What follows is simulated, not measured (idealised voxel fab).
Module name: voxel tone inversion (process module)
Section shown: cut. Width: 150 nm. Cell size: 5 nm, square.
Heads up, the way a cross-section reads in here is a grid of square cells, handed over as bands from the top down, with every band being one or more rows of cells. Basically the band line says how high the top is and how high the bottom is, in nm, and then what's in it from left to right, every material with its width in nm. Empty space shows up as "blank", and if a single material carries "all across" it runs the full band edge to edge. Height datum 0, below which the as-received substrate wafer is one material. Lowest band open at the bottom, running downward: "from 0 down". Width spec "30->40" -> top row of cells at first value, bottom row at second value, equal per-row change in between. A step reported as "no modifications" is a step in which no cell of the cross-section changed. Entry "Fully closed voids". Content: empty spaces with no open connection to the top, size 8 cells or greater. Each: width x height at distance. Distance: from left edge. Unit: nm. It should be noted that, on the line of a given step, the content following the step's settings is a remark produced by the simulator itself with respect to that step. overlay nm: where the mask lay relative to plan, measured to the right, on steps with a mask; negatives go left.

# The process steps that were planned are listed below
1 RECEIVE with material Si
2 CONFORMAL_DEP with material SiCN, thk nm 5
3 DIRECTIONAL_DEP with material polySi, thk nm 20
4 PATTERN with tone cover, mask id POSTS, material resist, width nm 15, pitch nm 30, thk nm 25, overlay nm 0
5 DIRECTIONAL_ETCH with etch materials polySi, depth nm 20
6 STRIP with etch materials resist
7 FILL_DEP with material lowk, thk nm 10
8 CMP with height nm 25
9 STRIP with etch materials polySi
10 CONFORMAL_DEP with material TiN, thk nm 5
11 FILL_DEP with material W, thk nm 5
12 CMP with height nm 25
13 CONFORMAL_DEP with material SiCN, thk nm 5

# First of two wafers, processed according to plan

# The cross-section here shows the wafer as received, i.e. in its state after step 1
    from 0 down: Si all across
    Fully closed voids: none

# You're looking at a cross-section of the wafer after step 2
    from 5 to 0: SiCN all across
    At heights below 0, the structure remains unaltered.

# You're looking at a cross-section of the wafer after step 3
    from 25 to 5: polySi all across
    At heights below 5, the structure remains unaltered.

# You're looking at a cross-section of the wafer after step 4
    from 50 to 25: blank: 50, resist: 15, blank: 15, resist: 15, blank: 55
    At heights below 25, the structure remains unaltered.

# You're looking at a cross-section of the wafer after step 5
    from 50 to 25: blank: 50, resist: 15, blank: 15, resist: 15, blank: 55
    from 25 to 5: blank: 50, polySi: 15, blank: 15, polySi: 15, blank: 55
    At heights below 5, the structure remains unaltered.

# You're looking at a cross-section of the wafer after step 6
    from 25 to 5: blank: 50, polySi: 15, blank: 15, polySi: 15, blank: 55
    At heights below 5, the structure remains unaltered.

# You're looking at a cross-section of the wafer after step 7
    from 35 to 25: lowk all across
    from 25 to 5: lowk: 50, polySi: 15, lowk: 15, polySi: 15, lowk: 55
    At heights below 5, the structure remains unaltered.

# You're looking at a cross-section of the wafer after step 8
    from 25 to 5: lowk: 50, polySi: 15, lowk: 15, polySi: 15, lowk: 55
    At heights below 5, the structure remains unaltered.

# You're looking at a cross-section of the wafer after step 9
    from 25 to 5: lowk: 50, blank: 15, lowk: 15, blank: 15, lowk: 55
    At heights below 5, the structure remains unaltered.

# You're looking at a cross-section of the wafer after step 10
    from 30 to 25: TiN: 55, blank: 5, TiN: 25, blank: 5, TiN: 60
    from 25 to 10: lowk: 50, TiN: 5, blank: 5, TiN: 5, lowk: 15, TiN: 5, blank: 5, TiN: 5, lowk: 55
    from 10 to 5: lowk: 50, TiN: 15, lowk: 15, TiN: 15, lowk: 55
    At heights below 5, the structure remains unaltered.

# You're looking at a cross-section of the wafer after step 11
    from 35 to 30: W all across
    from 30 to 25: TiN: 55, W: 5, TiN: 25, W: 5, TiN: 60
    from 25 to 10: lowk: 50, TiN: 5, W: 5, TiN: 5, lowk: 15, TiN: 5, W: 5, TiN: 5, lowk: 55
    At heights below 10, the structure remains unaltered.

# You're looking at a cross-section of the wafer after step 12
    from 25 to 10: lowk: 50, TiN: 5, W: 5, TiN: 5, lowk: 15, TiN: 5, W: 5, TiN: 5, lowk: 55
    At heights below 10, the structure remains unaltered.

# You're looking at a cross-section of the wafer after step 13
    from 30 to 25: SiCN all across
    At heights below 25, the structure remains unaltered.

# The Second Wafer: Common Origin and Plan, One Mistake in Execution, Identical to the First Through Step 1

Cross-sectional representation of the second wafer at the time designated in the plan for the completion of step 2: no modifications

# Cross-sectional representation of the second wafer at the time designated in the plan for the completion of step 3
    from 20 to 0: polySi all across
    At heights below 0, the structure remains unaltered.

# Cross-sectional representation of the second wafer at the time designated in the plan for the completion of step 4
    from 45 to 20: blank: 50, resist: 15, blank: 15, resist: 15, blank: 55
    At heights below 20, the structure remains unaltered.

# Cross-sectional representation of the second wafer at the time designated in the plan for the completion of step 5
    from 45 to 20: blank: 50, resist: 15, blank: 15, resist: 15, blank: 55
    from 20 to 0: blank: 50, polySi: 15, blank: 15, polySi: 15, blank: 55
    At heights below 0, the structure remains unaltered.

# Cross-sectional representation of the second wafer at the time designated in the plan for the completion of step 6
    from 20 to 0: blank: 50, polySi: 15, blank: 15, polySi: 15, blank: 55
    At heights below 0, the structure remains unaltered.

# Cross-sectional representation of the second wafer at the time designated in the plan for the completion of step 7
    from 30 to 20: lowk all across
    from 20 to 0: lowk: 50, polySi: 15, lowk: 15, polySi: 15, lowk: 55
    At heights below 0, the structure remains unaltered.

# Cross-sectional representation of the second wafer at the time designated in the plan for the completion of step 8
    from 25 to 20: lowk all across
    At heights below 20, the structure remains unaltered.

Cross-sectional representation of the second wafer at the time designated in the plan for the completion of step 9: no modifications

# Cross-sectional representation of the second wafer at the time designated in the plan for the completion of step 10
    from 30 to 25: TiN all across
    At heights below 25, the structure remains unaltered.

# Cross-sectional representation of the second wafer at the time designated in the plan for the completion of step 11
    from 35 to 30: W all across
    At heights below 30, the structure remains unaltered.

# Cross-sectional representation of the second wafer at the time designated in the plan for the completion of step 12
    from 25 to 20: lowk all across
    At heights below 20, the structure remains unaltered.

# Cross-sectional representation of the second wafer at the time designated in the plan for the completion of step 13
    from 30 to 25: SiCN all across
    At heights below 25, the structure remains unaltered.
Deviation noted in wafer processing: yeah, step 2 of the plan got skipped, never ran
Materials where the second wafer ends with more or fewer cells than the first: SiCN: 30 fewer | TiN: 18 fewer | W: 6 fewer | lowk: 30 more | polySi: 24 more
